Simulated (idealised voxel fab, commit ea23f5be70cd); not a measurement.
The following is a process module called voxel released beams.
Cross-section cut spans 160 nm and uses square cells 5 nm in size.
Square cells in a grid make up a cross-section in this document, and the grid is given as bands, listed from the top down, each one or more rows of cells.
Quick guide to a band line: top height, bottom height (nm) up front; then every material left to right with its width in nm. Only one material and it's marked "edge to edge"? Then it fills the band edge to edge. And "empty" just means empty space.
Convention: height 0 is the level below which the wafer, as received, is all one material. The lowest band does not terminate at the bottom but continues downward, represented as "0 nm and below".
Width spec "30->40" -> top row of cells at first value, bottom row at second value, equal per-row change in between.
Any step labelled "remained the same" changed none of the cells in the cross-section.
Reported under the label "Listed closed voids" are the empty spaces having no open way to the top and comprising 8 cells or more; the notation for each is width x height at distance, in which the distance is measured from the left edge and all three values are in nm.
If you see something after the settings on a step's line, that's the simulator's own remark about that step.
When a step includes a mask, the "overlay nm" setting on its line states how far to the right of its planned place that mask lay, and negative values state how far to the left.
Process steps foreseen in the plan:
1,RECEIVE | material Si
2,CONFORMAL_DEP | material SiN | thk nm 10
3,DIRECTIONAL_DEP | material SiO2 | thk nm 15
4,PATTERN | tone open | mask id ANCHOR | material resist | width nm 40 | thk nm 20 | overlay nm 0
5,DIRECTIONAL_ETCH | etch materials SiO2 | depth nm 15
6,STRIP | etch materials resist
7,CONFORMAL_DEP | material TiN | thk nm 15
8,PATTERN | tone cover | mask id BEAM | material resist | width nm 90 | thk nm 15 | overlay nm 0
9,DIRECTIONAL_ETCH | etch materials TiN | depth nm 15
10,STRIP | etch materials resist
11,STRIP | etch materials SiO2
Cross-sectional view of the wafer in its as-received condition, corresponding to the state after step 1:
- 0 nm and below = Si edge to edge
- Listed closed voids: none
Here's the cross-section of the first of our two wafers at the end of the module - it ran as planned:
- 40 nm to 25 nm = 30 nm empty; 20 nm TiN; 10 nm empty; 60 nm TiN; 40 nm empty
- 25 nm to 10 nm = 35 nm empty; 40 nm TiN; 85 nm empty
- 10 nm to 0 nm = SiN edge to edge
- 0 nm and below = Si edge to edge
- Listed closed voids: none
This cross-section belongs to the second wafer of two at the end of the module; the start and the plan were shared with the first, and the run included one mistake:
- 40 nm to 25 nm = 30 nm empty; 60 nm TiN; 70 nm empty
- 25 nm to 10 nm = 20 nm empty; 15 nm TiN; 40 nm SiO2; 45 nm TiN; 40 nm empty
- 10 nm to 0 nm = SiN edge to edge
- 0 nm and below = Si edge to edge
- Listed closed voids: none
Error vs. plan: the process deviated at step 4: the operation and settings actually run there were PATTERN | tone cover | mask id ANCHOR | material resist | width nm 40 | thk nm 20 | overlay nm 0
Counted in cells at the end, the second wafer holds more or fewer of these materials than the first: +24 SiO2
